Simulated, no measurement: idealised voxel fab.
process module | voxel tone inversion
cross-section cut | 275 nm wide | cells 5 nm
A cross-section is a grid of square cells, given in bands from the top down. A band is one or more rows of cells.
Each band's line starts with the height of the band's top and of its bottom, in nm. Then come its materials from left to right, each with its width in nm. One material with "throughout" fills the band from edge to edge. "air" is empty space.
Height 0 is the level under which the wafer as received is all one material. The lowest band goes on downwards, as in "0 down".
A width such as "30 to 40" changes by the same amount from each row of cells to the next, from the band's top row to its bottom row.
"no change" after a step means that no cell of the cross-section changed.
closed voids: empty space of 8 cells or more with no open way to the top, each as width x height at its distance from the left edge, in nm
after a step's settings: what the simulator itself notes on the step
overlay nm, on a step with a mask: how far to the right of its planned place the mask lay; to the left if negative
plan
1 op RECEIVE | material Si
2 op CONFORMAL_DEP | material SiN | thk nm 10
3 op DIRECTIONAL_DEP | material polySi | thk nm 20
4 op PATTERN | tone cover | mask id POSTS | material resist | width nm 25 | pitch nm 40 | thk nm 30 | overlay nm 0
5 op DIRECTIONAL_ETCH | etch materials polySi | depth nm 20
6 op STRIP | etch materials resist
7 op FILL_DEP | material lowk | thk nm 5
8 op CMP | height nm 30
9 op STRIP | etch materials polySi
as received, after step 1
  0 down: Si throughout
  closed voids: none
a wafer at the end: this start, this plan, one mistake
  30 to 10: lowk 90 | air 15 | lowk 25 | air 15 | lowk 25 | air 15 | lowk 90
  10 to 0: SiN throughout
  0 down: Si throughout
  closed voids: none
what went wrong: step 4 ran as: op PATTERN | tone cover | mask id POSTS | material resist | width nm 15 | pitch nm 40 | thk nm 30 | overlay nm 0
